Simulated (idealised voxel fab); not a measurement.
process module | voxel transistor to metal
cross-section cut | 280 nm wide | cells 5 nm
Cross-section format: a grid of square cells, given as bands from top to bottom; each band is one or more rows of cells.
The band entry comprises the height of the band's top followed by the height of its bottom, expressed in nm, and subsequently the band's materials from left to right, each stated together with its width in nm. Where a single material is marked with the word "edge to edge", that material fills the band from edge to edge. The word "empty" represents empty space.
It should be noted that heights are counted from 0, beneath which the wafer as supplied is of one material throughout, and that the lowest band possesses no lower boundary but continues downward, as written in "0 nm and below".
A width given as "30 to 40" starts at the first number in the band's top row and ends at the second number in its bottom row, shifting by an equal amount at every step from row to row.
"changes: none" for a step: no cell of the cross-section changed in that step.
For the entry "Non-vented voids", the listed items are empty spaces with no open way to the top whose size is 8 cells or more; each item follows the pattern width x height at distance, where distance is from the left edge and all three are in nm.
That trailing text on a step's line, after the settings, is the simulator's own remark on the step.
The "overlay nm" setting may appear on a step's line; for a step that uses a mask, it gives how far to the right of its planned position the mask lay, and a negative value indicates the left.

So here's the lineup of process steps we planned:
1 RECEIVE | material Si
2 OXIDIZE | depth nm 5
3 CONFORMAL_DEP | material SiN | thk nm 10
4 MASKED_ETCH | tone cover | mask id ACTIVE | width nm 110 | pitch nm 130 | etch materials SiN | depth nm 10 | overlay nm 0
5 MASKED_ETCH | tone cover | mask id ACTIVE | width nm 110 | pitch nm 130 | etch materials SiO2 | depth nm 5 | overlay nm 0
6 MASKED_ETCH | tone cover | mask id ACTIVE | width nm 110 | pitch nm 130 | etch materials Si | depth nm 35 | overlay nm 0
7 FILL_DEP | material SiO2 | thk nm 5
8 CMP | height nm 10
9 SELECTIVE_ETCH | etch materials SiO2 | depth nm 5
10 STRIP | etch materials SiN
11 SELECTIVE_ETCH | etch materials SiO2 | depth nm 5
12 OXIDIZE | depth nm 5
13 DIRECTIONAL_DEP | material polySi | thk nm 20
14 DIRECTIONAL_DEP | material SiCN | thk nm 15
15 DIRECTIONAL_DEP | material aC | thk nm 10
16 PATTERN | tone cover | mask id GATE | material resist | width nm 20 | pitch nm 130 | thk nm 30 | overlay nm 0
17 DIRECTIONAL_ETCH | etch materials aC | depth nm 10
18 STRIP | etch materials resist
19 DIRECTIONAL_ETCH | etch materials SiCN | depth nm 25
20 DIRECTIONAL_ETCH | etch materials polySi | depth nm 30
21 STRIP | etch materials aC
22 CONFORMAL_DEP | material SiO2 | thk nm 5
23 DIRECTIONAL_ETCH | etch materials SiO2 | depth nm 5
24 CONFORMAL_DEP | material SiN | thk nm 5
25 DIRECTIONAL_ETCH | etch materials SiN | depth nm 5
26 DIRECTIONAL_ETCH | etch materials SiO2 | depth nm 5
27 DIRECTIONAL_ETCH | etch materials Si | depth nm 15
28 EPI | material SiGe | thk nm 15
29 FILL_DEP | material SiO2 | thk nm 10
30 CMP | height nm 30
31 DIRECTIONAL_DEP | material SiO2 | thk nm 15
32 MASKED_ETCH | tone open | mask id CONTACT | width nm 15 | etch materials SiO2 | depth nm 40 | overlay nm 0
33 CONFORMAL_DEP | material TiN | thk nm 5
34 FILL_DEP | material Ru | thk nm 5
35 CMP | height nm 45
36 CONFORMAL_DEP | material SiN | thk nm 5
37 DIRECTIONAL_DEP | material lowk | thk nm 15
38 PATTERN | tone open | mask id METAL_1 | material resist | width nm 15 | thk nm 15 | overlay nm -15
39 DIRECTIONAL_ETCH | etch materials lowk | depth nm 15
40 DIRECTIONAL_ETCH | etch materials SiN | depth nm 5
41 STRIP | etch materials resist
42 CONFORMAL_DEP | material TiN | thk nm 5
43 FILL_DEP | material W | thk nm 5
44 CMP | height nm 65
45 EPI | material Ru | thk nm 5
46 FILL_DEP | material SiCN | thk nm 5
Among the wafers covered here, the point of difference is the overlay nm at step 38; their starting state is shared, and the plan presents the value of the first wafer.

Cross-section of the first of several wafers on receipt, reflecting completion of step 1:
- 0 nm and below = Si edge to edge
- Non-vented voids: none

Wafer rows; end of module; cells per material since receipt: (+) gained, (-) lost; then closed voids:
overlay nm -15; +48 Ru; -256 Si; +116 SiCN; +148 SiGe; +76 SiN; +428 SiO2; +104 TiN; +12 W; +132 lowk; +32 polySi; Non-vented voids: none
overlay nm -10; +48 Ru; -256 Si; +116 SiCN; +148 SiGe; +76 SiN; +428 SiO2; +104 TiN; +12 W; +132 lowk; +32 polySi; Non-vented voids: none
overlay nm -5; +48 Ru; -256 Si; +116 SiCN; +148 SiGe; +76 SiN; +428 SiO2; +104 TiN; +12 W; +132 lowk; +32 polySi; Non-vented voids: none
overlay nm 0; +48 Ru; -256 Si; +116 SiCN; +148 SiGe; +76 SiN; +428 SiO2; +104 TiN; +12 W; +132 lowk; +32 polySi; Non-vented voids: none
overlay nm 5; +48 Ru; -256 Si; +116 SiCN; +148 SiGe; +76 SiN; +428 SiO2; +104 TiN; +12 W; +132 lowk; +32 polySi; Non-vented voids: none
overlay nm 10; +48 Ru; -256 Si; +116 SiCN; +148 SiGe; +76 SiN; +428 SiO2; +104 TiN; +12 W; +132 lowk; +32 polySi; Non-vented voids: none
overlay nm 15; +48 Ru; -256 Si; +116 SiCN; +148 SiGe; +76 SiN; +428 SiO2; +104 TiN; +12 W; +132 lowk; +32 polySi; Non-vented voids: none
